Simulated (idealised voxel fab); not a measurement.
Process module in this document: voxel capacitor over wiring
Displayed cross-section: cut, width of 260 nm, square cells sized 5 nm.
In this document a cross-section is written as a grid of square cells. It is given as a series of bands, listed from the top down, and a band is one or more rows of cells. Band: top height; bottom height; in nm. Then, left to right: material with width in nm, for each material. "full width": a single material spanning edge to edge. "blank": empty space. Ref level 0: as-received wafer is one material below here. Bottom band extends down with no lower bound ("from 0 down"). Note: "30->40" means the width goes from the first number (top row of the band) to the second number (bottom row) in equal steps per row of cells. Reading "remained the same" for a step: not a cell of the cross-section changed in it. The list in "Enclosed cavities" covers empty spaces of 8 cells or more that cannot reach the top through any open way, and it gives each as width x height at distance; the distance is from the left edge, and width, height and distance are in nm. Whatever follows a step's settings on its line is a remark the simulator itself makes about that step. overlay nm: mask offset rightward from planned place, masked step; negative means leftward offset.
-- Steps planned for the process
1. RECEIVE (material Si)
2. CONFORMAL_DEP (material SiO2; thk nm 15)
3. DIRECTIONAL_DEP (material TiN; thk nm 5)
4. DIRECTIONAL_DEP (material W; thk nm 25)
5. DIRECTIONAL_DEP (material aC; thk nm 10)
6. PATTERN (tone cover; mask id METAL_1; material resist; width nm 20; pitch nm 85; thk nm 25; overlay nm 0)
7. DIRECTIONAL_ETCH (etch materials aC; depth nm 10)
8. STRIP (etch materials resist)
9. DIRECTIONAL_ETCH (etch materials W; depth nm 25)
10. DIRECTIONAL_ETCH (etch materials TiN; depth nm 5)
11. STRIP (etch materials aC)
12. CONFORMAL_DEP (material SiN; thk nm 5)
13. FILL_DEP (material SiO2; thk nm 5)
14. CMP (height nm 45)
15. CONFORMAL_DEP (material SiCN; thk nm 5)
16. DIRECTIONAL_DEP (material lowk; thk nm 10)
17. MASKED_ETCH (tone open; mask id PLUG_1; width nm 15; etch materials lowk; depth nm 10; overlay nm 0)
18. MASKED_ETCH (tone open; mask id PLUG_1; width nm 15; etch materials SiCN; depth nm 5; overlay nm 0)
19. CONFORMAL_DEP (material TiN; thk nm 5)
20. FILL_DEP (material Cu; thk nm 10)
21. CMP (height nm 60)
22. DIRECTIONAL_DEP (material TiN; thk nm 10)
23. DIRECTIONAL_DEP (material HfO2; thk nm 5)
24. DIRECTIONAL_DEP (material TiN; thk nm 5)
25. DIRECTIONAL_DEP (material aC; thk nm 15)
26. PATTERN (tone cover; mask id UPPER_PLATE; material resist; width nm 70; thk nm 35; overlay nm 0)
27. DIRECTIONAL_ETCH (etch materials aC; depth nm 15)
28. STRIP (etch materials resist)
29. DIRECTIONAL_ETCH (etch materials TiN; depth nm 5)
30. DIRECTIONAL_ETCH (etch materials HfO2; depth nm 5)
31. STRIP (etch materials aC)
32. MASKED_ETCH (tone cover; mask id LOWER_PLATE; width nm 80; etch materials TiN; depth nm 10; overlay nm 0)
33. FILL_DEP (material SiO2; thk nm 20)
34. CMP (height nm 95)
35. PATTERN (tone open; mask id PLUG_2; material resist; width nm 15; thk nm 15; overlay nm 0)
36. DIRECTIONAL_ETCH (etch materials SiO2; depth nm 15)
37. STRIP (etch materials resist)
38. CONFORMAL_DEP (material TiN; thk nm 5)
39. FILL_DEP (material Cu; thk nm 5)
40. CMP (height nm 95)
41. CONFORMAL_DEP (material SiN; thk nm 5)
-- First of two wafers - as planned
-- Step 1 complete: cross-section of the wafer as received
	from 0 down | Si full width
	Enclosed cavities: none
-- Cross-section of the wafer after step 2
	from 15 to 0 | SiO2 full width
	Whatever lies below 0 is exactly as it was before.
-- Cross-section of the wafer after step 3
	from 20 to 15 | TiN full width
	Whatever lies below 15 is exactly as it was before.
-- Cross-section of the wafer after step 4
	from 45 to 20 | W full width
	Whatever lies below 20 is exactly as it was before.
-- Cross-section of the wafer after step 5
	from 55 to 45 | aC full width
	Whatever lies below 45 is exactly as it was before.
-- Cross-section of the wafer after step 6
	from 80 to 55 | blank=75; resist=20; blank=65; resist=20; blank=80
	Whatever lies below 55 is exactly as it was before.
-- Cross-section of the wafer after step 7
	from 70 to 55 | blank=75; resist=20; blank=65; resist=20; blank=80
	from 55 to 45 | blank=75; aC=20; blank=65; aC=20; blank=80
	Whatever lies below 45 is exactly as it was before.
-- Cross-section of the wafer after step 8
	from 55 to 45 | blank=75; aC=20; blank=65; aC=20; blank=80
	Whatever lies below 45 is exactly as it was before.
-- Cross-section of the wafer after step 9
	from 55 to 45 | blank=75; aC=20; blank=65; aC=20; blank=80
	from 45 to 20 | blank=75; W=20; blank=65; W=20; blank=80
	Whatever lies below 20 is exactly as it was before.
-- Cross-section of the wafer after step 10
	from 55 to 45 | blank=75; aC=20; blank=65; aC=20; blank=80
	from 45 to 20 | blank=75; W=20; blank=65; W=20; blank=80
	from 20 to 15 | blank=75; TiN=20; blank=65; TiN=20; blank=80
	Whatever lies below 15 is exactly as it was before.
-- Cross-section of the wafer after step 11
	from 45 to 20 | blank=75; W=20; blank=65; W=20; blank=80
	Whatever lies below 20 is exactly as it was before.
-- Cross-section of the wafer after step 12
	from 50 to 45 | blank=70; SiN=30; blank=55; SiN=30; blank=75
	from 45 to 20 | blank=70; SiN=5; W=20; SiN=5; blank=55; SiN=5; W=20; SiN=5; blank=75
	from 20 to 15 | SiN=75; TiN=20; SiN=65; TiN=20; SiN=80
	Whatever lies below 15 is exactly as it was before.
-- Cross-section of the wafer after step 13
	from 55 to 50 | SiO2 full width
	from 50 to 45 | SiO2=70; SiN=30; SiO2=55; SiN=30; SiO2=75
	from 45 to 20 | SiO2=70; SiN=5; W=20; SiN=5; SiO2=55; SiN=5; W=20; SiN=5; SiO2=75
	Whatever lies below 20 is exactly as it was before.
-- Cross-section of the wafer after step 14
	from 45 to 20 | SiO2=70; SiN=5; W=20; SiN=5; SiO2=55; SiN=5; W=20; SiN=5; SiO2=75
	Whatever lies below 20 is exactly as it was before.
-- Cross-section of the wafer after step 15
	from 50 to 45 | SiCN full width
	Whatever lies below 45 is exactly as it was before.
-- Cross-section of the wafer after step 16
	from 60 to 50 | lowk full width
	Whatever lies below 50 is exactly as it was before.
-- Cross-section of the wafer after step 17
	from 60 to 50 | lowk=80; blank=15; lowk=165
	Whatever lies below 50 is exactly as it was before.
-- Cross-section of the wafer after step 18
	from 60 to 50 | lowk=80; blank=15; lowk=165
	from 50 to 45 | SiCN=80; blank=15; SiCN=165
	Whatever lies below 45 is exactly as it was before.
-- Cross-section of the wafer after step 19
	from 65 to 60 | TiN=85; blank=5; TiN=170
	from 60 to 50 | lowk=80; TiN=5; blank=5; TiN=5; lowk=165
	from 50 to 45 | SiCN=80; TiN=15; SiCN=165
	Whatever lies below 45 is exactly as it was before.
-- Cross-section of the wafer after step 20
	from 75 to 65 | Cu full width
	from 65 to 60 | TiN=85; Cu=5; TiN=170
	from 60 to 50 | lowk=80; TiN=5; Cu=5; TiN=5; lowk=165
	Whatever lies below 50 is exactly as it was before.
-- Cross-section of the wafer after step 21
	from 60 to 50 | lowk=80; TiN=5; Cu=5; TiN=5; lowk=165
	Whatever lies below 50 is exactly as it was before.
-- Cross-section of the wafer after step 22
	from 70 to 60 | TiN full width
	Whatever lies below 60 is exactly as it was before.
-- Cross-section of the wafer after step 23
	from 75 to 70 | HfO2 full width
	Whatever lies below 70 is exactly as it was before.
-- Cross-section of the wafer after step 24
	from 80 to 75 | TiN full width
	Whatever lies below 75 is exactly as it was before.
-- Cross-section of the wafer after step 25
	from 95 to 80 | aC full width
	Whatever lies below 80 is exactly as it was before.
-- Cross-section of the wafer after step 26
	from 130 to 95 | blank=80; resist=70; blank=110
	Whatever lies below 95 is exactly as it was before.
-- Cross-section of the wafer after step 27
	from 115 to 95 | blank=80; resist=70; blank=110
	from 95 to 80 | blank=80; aC=70; blank=110
	Whatever lies below 80 is exactly as it was before.
-- Cross-section of the wafer after step 28
	from 95 to 80 | blank=80; aC=70; blank=110
	Whatever lies below 80 is exactly as it was before.
-- Cross-section of the wafer after step 29
	from 95 to 80 | blank=80; aC=70; blank=110
	from 80 to 75 | blank=80; TiN=70; blank=110
	Whatever lies below 75 is exactly as it was before.
-- Cross-section of the wafer after step 30
	from 95 to 80 | blank=80; aC=70; blank=110
	from 80 to 75 | blank=80; TiN=70; blank=110
	from 75 to 70 | blank=80; HfO2=70; blank=110
	Whatever lies below 70 is exactly as it was before.
-- Cross-section of the wafer after step 31
	from 80 to 75 | blank=80; TiN=70; blank=110
	Whatever lies below 75 is exactly as it was before.
-- Cross-section of the wafer after step 32
	from 80 to 75 | blank=80; TiN=70; blank=110
	from 75 to 70 | blank=80; HfO2=70; blank=110
	from 70 to 60 | blank=75; TiN=80; blank=105
	Whatever lies below 60 is exactly as it was before.
-- Cross-section of the wafer after step 33
	from 100 to 80 | SiO2 full width
	from 80 to 75 | SiO2=80; TiN=70; SiO2=110
	from 75 to 70 | SiO2=80; HfO2=70; SiO2=110
	from 70 to 60 | SiO2=75; TiN=80; SiO2=105
	Whatever lies below 60 is exactly as it was before.
-- Cross-section of the wafer after step 34
	from 95 to 80 | SiO2 full width
	Whatever lies below 80 is exactly as it was before.
-- Cross-section of the wafer after step 35
	from 110 to 95 | resist=90; blank=15; resist=155
	Whatever lies below 95 is exactly as it was before.
-- Cross-section of the wafer after step 36
	from 110 to 95 | resist=90; blank=15; resist=155
	from 95 to 80 | SiO2=90; blank=15; SiO2=155
	Whatever lies below 80 is exactly as it was before.
-- Cross-section of the wafer after step 37
	from 95 to 80 | SiO2=90; blank=15; SiO2=155
	Whatever lies below 80 is exactly as it was before.
-- Cross-section of the wafer after step 38
	from 100 to 95 | TiN=95; blank=5; TiN=160
	from 95 to 85 | SiO2=90; TiN=5; blank=5; TiN=5; SiO2=155
	from 85 to 75 | SiO2=90->80; TiN=15->70; SiO2=155->110
	Whatever lies below 75 is exactly as it was before.
-- Cross-section of the wafer after step 39
	from 105 to 100 | Cu full width
	from 100 to 95 | TiN=95; Cu=5; TiN=160
	from 95 to 85 | SiO2=90; TiN=5; Cu=5; TiN=5; SiO2=155
	Whatever lies below 85 is exactly as it was before.
-- Cross-section of the wafer after step 40
	from 95 to 85 | SiO2=90; TiN=5; Cu=5; TiN=5; SiO2=155
	Whatever lies below 85 is exactly as it was before.
-- Cross-section of the wafer after step 41
	from 100 to 95 | SiN full width
	Whatever lies below 95 is exactly as it was before.
-- It is to be noted that the second wafer proceeded from the same initial state and according to the same plan as the first, although one mistake was committed in its execution; through step 2, inclusive, the two wafers share an identical history
Cross-section of the second wafer at the time step 3 of the plan should have ended: remained the same
-- Cross-section of the second wafer at the time step 4 of the plan should have ended
	from 40 to 15 | W full width
	Whatever lies below 15 is exactly as it was before.
-- Cross-section of the second wafer at the time step 5 of the plan should have ended
	from 50 to 40 | aC full width
	Whatever lies below 40 is exactly as it was before.
-- Cross-section of the second wafer at the time step 6 of the plan should have ended
	from 75 to 50 | blank=75; resist=20; blank=65; resist=20; blank=80
	Whatever lies below 50 is exactly as it was before.
-- Cross-section of the second wafer at the time step 7 of the plan should have ended
	from 65 to 50 | blank=75; resist=20; blank=65; resist=20; blank=80
	from 50 to 40 | blank=75; aC=20; blank=65; aC=20; blank=80
	Whatever lies below 40 is exactly as it was before.
-- Cross-section of the second wafer at the time step 8 of the plan should have ended
	from 50 to 40 | blank=75; aC=20; blank=65; aC=20; blank=80
	Whatever lies below 40 is exactly as it was before.
-- Cross-section of the second wafer at the time step 9 of the plan should have ended
	from 50 to 40 | blank=75; aC=20; blank=65; aC=20; blank=80
	from 40 to 15 | blank=75; W=20; blank=65; W=20; blank=80
	Whatever lies below 15 is exactly as it was before.
Cross-section of the second wafer at the time step 10 of the plan should have ended: remained the same
-- Cross-section of the second wafer at the time step 11 of the plan should have ended
	from 40 to 15 | blank=75; W=20; blank=65; W=20; blank=80
	Whatever lies below 15 is exactly as it was before.
-- Cross-section of the second wafer at the time step 12 of the plan should have ended
	from 45 to 40 | blank=70; SiN=30; blank=55; SiN=30; blank=75
	from 40 to 20 | blank=70; SiN=5; W=20; SiN=5; blank=55; SiN=5; W=20; SiN=5; blank=75
	from 20 to 15 | SiN=75; W=20; SiN=65; W=20; SiN=80
	Whatever lies below 15 is exactly as it was before.
-- Cross-section of the second wafer at the time step 13 of the plan should have ended
	from 50 to 45 | SiO2 full width
	from 45 to 40 | SiO2=70; SiN=30; SiO2=55; SiN=30; SiO2=75
	from 40 to 20 | SiO2=70; SiN=5; W=20; SiN=5; SiO2=55; SiN=5; W=20; SiN=5; SiO2=75
	Whatever lies below 20 is exactly as it was before.
-- Cross-section of the second wafer at the time step 14 of the plan should have ended
	from 45 to 40 | SiO2=70; SiN=30; SiO2=55; SiN=30; SiO2=75
	Whatever lies below 40 is exactly as it was before.
-- Cross-section of the second wafer at the time step 15 of the plan should have ended
	from 50 to 45 | SiCN full width
	Whatever lies below 45 is exactly as it was before.
-- Cross-section of the second wafer at the time step 16 of the plan should have ended
	from 60 to 50 | lowk full width
	Whatever lies below 50 is exactly as it was before.
-- Cross-section of the second wafer at the time step 17 of the plan should have ended
	from 60 to 50 | lowk=80; blank=15; lowk=165
	Whatever lies below 50 is exactly as it was before.
-- Cross-section of the second wafer at the time step 18 of the plan should have ended
	from 60 to 50 | lowk=80; blank=15; lowk=165
	from 50 to 45 | SiCN=80; blank=15; SiCN=165
	Whatever lies below 45 is exactly as it was before.
-- Cross-section of the second wafer at the time step 19 of the plan should have ended
	from 65 to 60 | TiN=85; blank=5; TiN=170
	from 60 to 50 | lowk=80; TiN=5; blank=5; TiN=5; lowk=165
	from 50 to 45 | SiCN=80; TiN=15; SiCN=165
	Whatever lies below 45 is exactly as it was before.
-- Cross-section of the second wafer at the time step 20 of the plan should have ended
	from 75 to 65 | Cu full width
	from 65 to 60 | TiN=85; Cu=5; TiN=170
	from 60 to 50 | lowk=80; TiN=5; Cu=5; TiN=5; lowk=165
	Whatever lies below 50 is exactly as it was before.
-- Cross-section of the second wafer at the time step 21 of the plan should have ended
	from 60 to 50 | lowk=80; TiN=5; Cu=5; TiN=5; lowk=165
	Whatever lies below 50 is exactly as it was before.
-- Cross-section of the second wafer at the time step 22 of the plan should have ended
	from 70 to 60 | TiN full width
	Whatever lies below 60 is exactly as it was before.
-- Cross-section of the second wafer at the time step 23 of the plan should have ended
	from 75 to 70 | HfO2 full width
	Whatever lies below 70 is exactly as it was before.
-- Cross-section of the second wafer at the time step 24 of the plan should have ended
	from 80 to 75 | TiN full width
	Whatever lies below 75 is exactly as it was before.
-- Cross-section of the second wafer at the time step 25 of the plan should have ended
	from 95 to 80 | aC full width
	Whatever lies below 80 is exactly as it was before.
-- Cross-section of the second wafer at the time step 26 of the plan should have ended
	from 130 to 95 | blank=80; resist=70; blank=110
	Whatever lies below 95 is exactly as it was before.
-- Cross-section of the second wafer at the time step 27 of the plan should have ended
	from 115 to 95 | blank=80; resist=70; blank=110
	from 95 to 80 | blank=80; aC=70; blank=110
	Whatever lies below 80 is exactly as it was before.
-- Cross-section of the second wafer at the time step 28 of the plan should have ended
	from 95 to 80 | blank=80; aC=70; blank=110
	Whatever lies below 80 is exactly as it was before.
-- Cross-section of the second wafer at the time step 29 of the plan should have ended
	from 95 to 80 | blank=80; aC=70; blank=110
	from 80 to 75 | blank=80; TiN=70; blank=110
	Whatever lies below 75 is exactly as it was before.
-- Cross-section of the second wafer at the time step 30 of the plan should have ended
	from 95 to 80 | blank=80; aC=70; blank=110
	from 80 to 75 | blank=80; TiN=70; blank=110
	from 75 to 70 | blank=80; HfO2=70; blank=110
	Whatever lies below 70 is exactly as it was before.
-- Cross-section of the second wafer at the time step 31 of the plan should have ended
	from 80 to 75 | blank=80; TiN=70; blank=110
	Whatever lies below 75 is exactly as it was before.
-- Cross-section of the second wafer at the time step 32 of the plan should have ended
	from 80 to 75 | blank=80; TiN=70; blank=110
	from 75 to 70 | blank=80; HfO2=70; blank=110
	from 70 to 60 | blank=75; TiN=80; blank=105
	Whatever lies below 60 is exactly as it was before.
-- Cross-section of the second wafer at the time step 33 of the plan should have ended
	from 100 to 80 | SiO2 full width
	from 80 to 75 | SiO2=80; TiN=70; SiO2=110
	from 75 to 70 | SiO2=80; HfO2=70; SiO2=110
	from 70 to 60 | SiO2=75; TiN=80; SiO2=105
	Whatever lies below 60 is exactly as it was before.
-- Cross-section of the second wafer at the time step 34 of the plan should have ended
	from 95 to 80 | SiO2 full width
	Whatever lies below 80 is exactly as it was before.
-- Cross-section of the second wafer at the time step 35 of the plan should have ended
	from 110 to 95 | resist=90; blank=15; resist=155
	Whatever lies below 95 is exactly as it was before.
-- Cross-section of the second wafer at the time step 36 of the plan should have ended
	from 110 to 95 | resist=90; blank=15; resist=155
	from 95 to 80 | SiO2=90; blank=15; SiO2=155
	Whatever lies below 80 is exactly as it was before.
-- Cross-section of the second wafer at the time step 37 of the plan should have ended
	from 95 to 80 | SiO2=90; blank=15; SiO2=155
	Whatever lies below 80 is exactly as it was before.
-- Cross-section of the second wafer at the time step 38 of the plan should have ended
	from 100 to 95 | TiN=95; blank=5; TiN=160
	from 95 to 85 | SiO2=90; TiN=5; blank=5; TiN=5; SiO2=155
	from 85 to 75 | SiO2=90->80; TiN=15->70; SiO2=155->110
	Whatever lies below 75 is exactly as it was before.
-- Cross-section of the second wafer at the time step 39 of the plan should have ended
	from 105 to 100 | Cu full width
	from 100 to 95 | TiN=95; Cu=5; TiN=160
	from 95 to 85 | SiO2=90; TiN=5; Cu=5; TiN=5; SiO2=155
	Whatever lies below 85 is exactly as it was before.
-- Cross-section of the second wafer at the time step 40 of the plan should have ended
	from 95 to 85 | SiO2=90; TiN=5; Cu=5; TiN=5; SiO2=155
	Whatever lies below 85 is exactly as it was before.
-- Cross-section of the second wafer at the time step 41 of the plan should have ended
	from 100 to 95 | SiN full width
	Whatever lies below 95 is exactly as it was before.
Error vs. plan: step 3 was dropped from the plan's execution and never run
Final tally in cells, some materials are higher or lower on the second wafer than on the first: 8 more of SiN, 8 fewer of TiN
